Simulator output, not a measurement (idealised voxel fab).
Process module name: voxel fin reveal
Shown is cross-section cut, with a width of 200 nm and square cells of size 5 nm.
Cross-sections here: square-cell grids, written as top-down lists of bands, a band being one or more rows of cells.
For a band, the entry starts with two heights in nm, that of the top and then that of the bottom, and carries on with the band's materials in order from left to right, each alongside its width in nm; the word "full width" beside a single material means it fills the band edge to edge, and "air" means empty space.
Where do heights start? At 0: under that level the wafer as delivered is made of one material only. And the lowest band has no floor; it just carries on downward, as in "z 0 and below".
The width entry "30 to 40" should be interpreted row by row: the top row of cells in the band takes the first number, the bottom row takes the second number, and the change between adjacent rows is uniform throughout.
"nothing got changed" after a step means that no cell of the cross-section changed.
In the "Enclosed empty spaces" entry, you get each enclosed empty space of 8 cells or more, one with no open way to the top, written width x height at distance, distance from the left edge, in nm.
Step line, after settings: the simulator's comment on this step.
overlay nm: where the mask lay relative to plan, measured to the right, on steps with a mask; negatives go left.
### Listed below are the process steps as planned
- 1: RECEIVE,material Si
- 2: CONFORMAL_DEP,material SiN,thk nm 10
- 3: MASKED_ETCH,tone cover,mask id FINS,width nm 15,pitch nm 35,etch materials SiN,depth nm 10,overlay nm 0
- 4: MASKED_ETCH,tone cover,mask id FINS,width nm 15,pitch nm 35,etch materials Si,depth nm 35,overlay nm 0
- 5: OXIDIZE,depth nm 5
- 6: FILL_DEP,material SiO2,thk nm 10
- 7: CMP,height nm 10
- 8: SELECTIVE_ETCH,etch materials SiO2,depth nm 35
- 9: STRIP,etch materials SiN
- 10: CONFORMAL_DEP,material HfO2,thk nm 5
### So this is the incoming wafer in cross-section - it's already been through step 1
  z 0 and below | Si full width
  Enclosed empty spaces: none
### The module was run from the start shown above using the plan shown above, but one mistake was made doing it; the resulting wafer cross-section is below
  z 0 to -25 | air 45 | Si 5 | air 30 | Si 5 | air 30 | Si 5 | air 30 | Si 5 | air 45
  z -25 to -40 | SiO2 45 | Si 5 | SiO2 30 | Si 5 | SiO2 30 | Si 5 | SiO2 30 | Si 5 | SiO2 45
  z -40 and below | Si full width
  Enclosed empty spaces: none
So what did we get wrong on this run? step 10 of the plan got skipped, so it never ran
